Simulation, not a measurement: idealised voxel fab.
Proc. module: voxel wiring stack
cross-section cut | 225 nm wide | cells 5 nm
Cross-section layout: square cells on a grid; listed as bands, top to bottom; a band spans one or more cell rows. Basically the band line says how high the top is and how high the bottom is, in nm, and then what's in it from left to right, every material with its width in nm. Empty space shows up as "blank", and if a single material carries "throughout" it runs the full band edge to edge. Heights from 0 (as-received wafer is one material below). Bottom band endless downward, as "0 nm and below". When a width is written as two numbers, as in "30->40", the first number is the width in the top row of cells of the band and the second is the width in its bottom row, and the width changes by the same amount from each row to the next. "remained the same" after a step means that no cell of the cross-section changed. "Trapped cavities": empty spaces of 8 cells or more with no open way to the top, each given as width x height at distance, distance from the left edge, all in nm. Formally, on a step line, whatever follows the settings is a remark that the simulator itself makes on the step. You can add "overlay nm" to a step's line. For a step with a mask, it describes how far the mask lay to the right of its planned position, and a negative number describes a lay to the left.

Process steps - plan:
- 1: RECEIVE: material Si
- 2: CONFORMAL_DEP: material SiO2, thk nm 15
- 3: CONFORMAL_DEP: material SiCN, thk nm 5
- 4: DIRECTIONAL_DEP: material lowk, thk nm 20
- 5: DIRECTIONAL_DEP: material aC, thk nm 10
- 6: PATTERN: tone open, mask id METAL_1, material resist, width nm 20, pitch nm 35, thk nm 30, overlay nm 0
- 7: DIRECTIONAL_ETCH: etch materials aC, depth nm 10
- 8: STRIP: etch materials resist
- 9: DIRECTIONAL_ETCH: etch materials lowk, depth nm 20
- 10: DIRECTIONAL_ETCH: etch materials SiCN, depth nm 5
- 11: STRIP: etch materials aC
- 12: CONFORMAL_DEP: material TiN, thk nm 5
- 13: FILL_DEP: material Cu, thk nm 10
- 14: CMP: height nm 40
- 15: CONFORMAL_DEP: material SiCN, thk nm 5
- 16: DIRECTIONAL_DEP: material lowk, thk nm 30
- 17: PATTERN: tone open, mask id METAL_2, material resist, width nm 20, pitch nm 35, thk nm 20, overlay nm 0
- 18: DIRECTIONAL_ETCH: etch materials lowk, depth nm 15
- 19: STRIP: etch materials resist
- 20: PATTERN: tone open, mask id METAL_2_HOLES, material resist, width nm 15, pitch nm 35, thk nm 15, overlay nm 0
- 21: DIRECTIONAL_ETCH: etch materials lowk, depth nm 15
- 22: DIRECTIONAL_ETCH: etch materials SiCN, depth nm 5
- 23: STRIP: etch materials resist
- 24: CONFORMAL_DEP: material TiN, thk nm 5
- 25: FILL_DEP: material Ru, thk nm 10
- 26: CMP: height nm 75
- 27: CONFORMAL_DEP: material SiCN, thk nm 5
- 28: DIRECTIONAL_DEP: material lowk, thk nm 25
- 29: MASKED_ETCH: tone open, mask id METAL_3, width nm 20, pitch nm 35, etch materials lowk, depth nm 15, overlay nm 0
- 30: PATTERN: tone open, mask id METAL_3_HOLES, material resist, width nm 15, pitch nm 70, thk nm 15, overlay nm 0
- 31: DIRECTIONAL_ETCH: etch materials lowk, depth nm 10
- 32: DIRECTIONAL_ETCH: etch materials SiCN, depth nm 5
- 33: STRIP: etch materials resist
- 34: CONFORMAL_DEP: material TiN, thk nm 5
- 35: FILL_DEP: material Ru, thk nm 10
- 36: CMP: height nm 105
- 37: CONFORMAL_DEP: material SiCN, thk nm 5

Wafer as received: cross-section following step 1:
> 0 nm and below  Si throughout
> Trapped cavities: none

End state of the module in cross-section, given the above starting point and plan and one mistake in execution:
> 110 nm to 105 nm  SiCN throughout
> 105 nm to 100 nm  TiN 70  Ru 10  TiN 25  Ru 10  TiN 25  Ru 10  TiN 75
> 100 nm to 90 nm  lowk 65  TiN 5  Ru 10  TiN 5  lowk 15  TiN 5  Ru 10  TiN 5  lowk 15  TiN 5  Ru 10  TiN 5  lowk 70
> 90 nm to 85 nm  lowk 65  TiN 5  Ru 5  TiN 10  lowk 15  TiN 20  lowk 15  TiN 5  Ru 5  TiN 10  lowk 70
> 85 nm to 80 nm  lowk 65  TiN 5  Ru 5  TiN 5  lowk 55  TiN 5  Ru 5  TiN 5  lowk 75
> 80 nm to 75 nm  SiCN 65  TiN 15  SiCN 55  TiN 15  SiCN 75
> 75 nm to 65 nm  lowk 65  TiN 5  Ru 10  TiN 5  lowk 15  TiN 5  Ru 10  TiN 5  lowk 15  TiN 5  Ru 10  TiN 5  lowk 70
> 65 nm to 60 nm  lowk 65  TiN 5  Ru 5  TiN 10  lowk 15  TiN 5  Ru 5  TiN 10  lowk 15  TiN 5  Ru 5  TiN 10  lowk 70
> 60 nm to 45 nm  lowk 65  TiN 5  Ru 5  TiN 5  lowk 20  TiN 5  Ru 5  TiN 5  lowk 20  TiN 5  Ru 5  TiN 5  lowk 75
> 45 nm to 40 nm  SiCN 65  TiN 15  SiCN 20  TiN 15  SiCN 20  TiN 15  SiCN 75
> 40 nm to 20 nm  lowk 65  TiN 5  Cu 10  TiN 5  lowk 15  TiN 5  Cu 10  TiN 5  lowk 15  TiN 5  Cu 10  TiN 5  lowk 70
> 20 nm to 15 nm  SiCN 65  TiN 20  SiCN 15  TiN 20  SiCN 15  TiN 20  SiCN 70
> 15 nm to 0 nm  SiO2 throughout
> 0 nm and below  Si throughout
> Trapped cavities: none
Nonconformance to the process plan: step 28 ran differently from the plan; actual operation with settings: DIRECTIONAL_DEP: material lowk, thk nm 20
